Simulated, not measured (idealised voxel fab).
process module | voxel self aligned contacts
cross-section cut | 205 nm wide | cells 5 nm
A cross-section is a grid of square cells, given in bands from the top down. A band is one or more rows of cells.
Each band's line starts with the height of the band's top and of its bottom, in nm. Then come its materials from left to right, each with its width in nm. One material with "throughout" fills the band from edge to edge. "air" is empty space.
Height 0 is the level under which the wafer as received is all one material. The lowest band goes on downwards, as in "0 down".
A width such as "30 to 40" changes by the same amount from each row of cells to the next, from the band's top row to its bottom row.
"no change" after a step means that no cell of the cross-section changed.
closed voids: empty space of 8 cells or more with no open way to the top, each as width x height at its distance from the left edge, in nm
after a step's settings: what the simulator itself notes on the step
overlay nm, on a step with a mask: how far to the right of its planned place the mask lay; to the left if negative
plan
1 op RECEIVE | material Si
2 op OXIDIZE | depth nm 5
3 op DIRECTIONAL_DEP | material polySi | thk nm 30
4 op DIRECTIONAL_DEP | material SiN | thk nm 20
5 op PATTERN | tone cover | mask id GATE | material resist | width nm 35 | pitch nm 65 | thk nm 20 | overlay nm 0
6 op DIRECTIONAL_ETCH | etch materials SiN | depth nm 20
7 op DIRECTIONAL_ETCH | etch materials polySi | depth nm 30
8 op STRIP | etch materials resist
9 op CONFORMAL_DEP | material SiN | thk nm 5
10 op DIRECTIONAL_ETCH | etch materials SiN | depth nm 5
11 op FILL_DEP | material SiO2 | thk nm 15
12 op CMP | height nm 55
13 op MASKED_ETCH | tone open | mask id CONTACT | width nm 50 | pitch nm 65 | etch materials SiO2 | depth nm 60 | overlay nm 0
14 op CONFORMAL_DEP | material TiN | thk nm 5
15 op FILL_DEP | material W | thk nm 5
16 op CMP | height nm 55
17 op CONFORMAL_DEP | material SiCN | thk nm 5
first wafer, as planned
as received, after step 1
  0 down: Si throughout
  closed voids: none
after step 2
  0 to -5: SiO2 throughout
  below -5: unchanged
after step 3
  30 to 0: polySi throughout
  below 0: unchanged
after step 4
  50 to 30: SiN throughout
  below 30: unchanged
after step 5
  70 to 50: air 20 | resist 35 | air 30 | resist 35 | air 30 | resist 35 | air 20
  below 50: unchanged
after step 6
  70 to 50: air 20 | resist 35 | air 30 | resist 35 | air 30 | resist 35 | air 20
  50 to 30: air 20 | SiN 35 | air 30 | SiN 35 | air 30 | SiN 35 | air 20
  below 30: unchanged
after step 7
  70 to 50: air 20 | resist 35 | air 30 | resist 35 | air 30 | resist 35 | air 20
  50 to 30: air 20 | SiN 35 | air 30 | SiN 35 | air 30 | SiN 35 | air 20
  30 to 0: air 20 | polySi 35 | air 30 | polySi 35 | air 30 | polySi 35 | air 20
  below 0: unchanged
after step 8
  50 to 30: air 20 | SiN 35 | air 30 | SiN 35 | air 30 | SiN 35 | air 20
  below 30: unchanged
after step 9
  55 to 30: air 15 | SiN 45 | air 20 | SiN 45 | air 20 | SiN 45 | air 15
  30 to 5: air 15 | SiN 5 | polySi 35 | SiN 5 | air 20 | SiN 5 | polySi 35 | SiN 5 | air 20 | SiN 5 | polySi 35 | SiN 5 | air 15
  5 to 0: SiN 20 | polySi 35 | SiN 30 | polySi 35 | SiN 30 | polySi 35 | SiN 20
  below 0: unchanged
after step 10
  50 to 30: air 15 | SiN 45 | air 20 | SiN 45 | air 20 | SiN 45 | air 15
  30 to 0: air 15 | SiN 5 | polySi 35 | SiN 5 | air 20 | SiN 5 | polySi 35 | SiN 5 | air 20 | SiN 5 | polySi 35 | SiN 5 | air 15
  below 0: unchanged
after step 11
  65 to 50: SiO2 throughout
  50 to 30: SiO2 15 | SiN 45 | SiO2 20 | SiN 45 | SiO2 20 | SiN 45 | SiO2 15
  30 to 0: SiO2 15 | SiN 5 | polySi 35 | SiN 5 | SiO2 20 | SiN 5 | polySi 35 | SiN 5 | SiO2 20 | SiN 5 | polySi 35 | SiN 5 | SiO2 15
  below 0: unchanged
after step 12
  55 to 50: SiO2 throughout
  below 50: unchanged
after step 13
  55 to 50: SiO2 45 | air 50 | SiO2 15 | air 50 | SiO2 45
  50 to 30: SiO2 15 | SiN 45 | air 20 | SiN 45 | air 20 | SiN 45 | SiO2 15
  30 to 0: SiO2 15 | SiN 5 | polySi 35 | SiN 5 | air 20 | SiN 5 | polySi 35 | SiN 5 | air 20 | SiN 5 | polySi 35 | SiN 5 | SiO2 15
  0 to -5: SiO2 60 | air 20 | SiO2 45 | air 20 | SiO2 60
  below -5: unchanged
after step 14
  60 to 55: TiN 50 | air 40 | TiN 25 | air 40 | TiN 50
  55 to 50: SiO2 45 | TiN 20 | air 10 | TiN 20 | SiO2 15 | TiN 20 | air 10 | TiN 20 | SiO2 45
  50 to 30: SiO2 15 | SiN 45 | TiN 5 | air 10 | TiN 5 | SiN 45 | TiN 5 | air 10 | TiN 5 | SiN 45 | SiO2 15
  30 to 0: SiO2 15 | SiN 5 | polySi 35 | SiN 5 | TiN 5 | air 10 | TiN 5 | SiN 5 | polySi 35 | SiN 5 | TiN 5 | air 10 | TiN 5 | SiN 5 | polySi 35 | SiN 5 | SiO2 15
  0 to -5: SiO2 60 | TiN 20 | SiO2 45 | TiN 20 | SiO2 60
  below -5: unchanged
after step 15
  65 to 60: W throughout
  60 to 55: TiN 50 | W 40 | TiN 25 | W 40 | TiN 50
  55 to 50: SiO2 45 | TiN 20 | W 10 | TiN 20 | SiO2 15 | TiN 20 | W 10 | TiN 20 | SiO2 45
  50 to 30: SiO2 15 | SiN 45 | TiN 5 | W 10 | TiN 5 | SiN 45 | TiN 5 | W 10 | TiN 5 | SiN 45 | SiO2 15
  30 to 0: SiO2 15 | SiN 5 | polySi 35 | SiN 5 | TiN 5 | W 10 | TiN 5 | SiN 5 | polySi 35 | SiN 5 | TiN 5 | W 10 | TiN 5 | SiN 5 | polySi 35 | SiN 5 | SiO2 15
  below 0: unchanged
after step 16
  55 to 50: SiO2 45 | TiN 20 | W 10 | TiN 20 | SiO2 15 | TiN 20 | W 10 | TiN 20 | SiO2 45
  below 50: unchanged
after step 17
  60 to 55: SiCN throughout
  below 55: unchanged
second wafer: like start, like plan, one mistake. Through step 8 it matches the first wafer
when step 9 should have ended
  45 to 30: air 20 | SiN 35 | air 30 | SiN 35 | air 30 | SiN 35 | air 20
  below 30: unchanged
when step 10 should have ended
  50 to 30: air 15 | SiN 45 | air 20 | SiN 45 | air 20 | SiN 45 | air 15
  30 to 5: air 15 | SiN 5 | polySi 35 | SiN 5 | air 20 | SiN 5 | polySi 35 | SiN 5 | air 20 | SiN 5 | polySi 35 | SiN 5 | air 15
  5 to 0: SiN 20 | polySi 35 | SiN 30 | polySi 35 | SiN 30 | polySi 35 | SiN 20
  below 0: unchanged
when step 11 should have ended
  65 to 50: SiO2 throughout
  50 to 30: SiO2 15 | SiN 45 | SiO2 20 | SiN 45 | SiO2 20 | SiN 45 | SiO2 15
  30 to 5: SiO2 15 | SiN 5 | polySi 35 | SiN 5 | SiO2 20 | SiN 5 | polySi 35 | SiN 5 | SiO2 20 | SiN 5 | polySi 35 | SiN 5 | SiO2 15
  below 5: unchanged
when step 12 should have ended
  55 to 50: SiO2 throughout
  below 50: unchanged
when step 13 should have ended
  55 to 50: SiO2 45 | air 50 | SiO2 15 | air 50 | SiO2 45
  50 to 30: SiO2 15 | SiN 45 | air 20 | SiN 45 | air 20 | SiN 45 | SiO2 15
  30 to 5: SiO2 15 | SiN 5 | polySi 35 | SiN 5 | air 20 | SiN 5 | polySi 35 | SiN 5 | air 20 | SiN 5 | polySi 35 | SiN 5 | SiO2 15
  below 5: unchanged
when step 14 should have ended
  60 to 55: TiN 50 | air 40 | TiN 25 | air 40 | TiN 50
  55 to 50: SiO2 45 | TiN 20 | air 10 | TiN 20 | SiO2 15 | TiN 20 | air 10 | TiN 20 | SiO2 45
  50 to 30: SiO2 15 | SiN 45 | TiN 5 | air 10 | TiN 5 | SiN 45 | TiN 5 | air 10 | TiN 5 | SiN 45 | SiO2 15
  30 to 10: SiO2 15 | SiN 5 | polySi 35 | SiN 5 | TiN 5 | air 10 | TiN 5 | SiN 5 | polySi 35 | SiN 5 | TiN 5 | air 10 | TiN 5 | SiN 5 | polySi 35 | SiN 5 | SiO2 15
  10 to 5: SiO2 15 | SiN 5 | polySi 35 | SiN 5 | TiN 20 | SiN 5 | polySi 35 | SiN 5 | TiN 20 | SiN 5 | polySi 35 | SiN 5 | SiO2 15
  below 5: unchanged
when step 15 should have ended
  65 to 60: W throughout
  60 to 55: TiN 50 | W 40 | TiN 25 | W 40 | TiN 50
  55 to 50: SiO2 45 | TiN 20 | W 10 | TiN 20 | SiO2 15 | TiN 20 | W 10 | TiN 20 | SiO2 45
  50 to 30: SiO2 15 | SiN 45 | TiN 5 | W 10 | TiN 5 | SiN 45 | TiN 5 | W 10 | TiN 5 | SiN 45 | SiO2 15
  30 to 10: SiO2 15 | SiN 5 | polySi 35 | SiN 5 | TiN 5 | W 10 | TiN 5 | SiN 5 | polySi 35 | SiN 5 | TiN 5 | W 10 | TiN 5 | SiN 5 | polySi 35 | SiN 5 | SiO2 15
  below 10: unchanged
when step 16 should have ended
  55 to 50: SiO2 45 | TiN 20 | W 10 | TiN 20 | SiO2 15 | TiN 20 | W 10 | TiN 20 | SiO2 45
  below 50: unchanged
when step 17 should have ended
  60 to 55: SiCN throughout
  below 55: unchanged
what went wrong: steps 9 and 10 were swapped
at the end the second wafer has, in cells: 14 more of SiN | 2 more of SiO2 | 8 fewer of TiN | 8 fewer of W
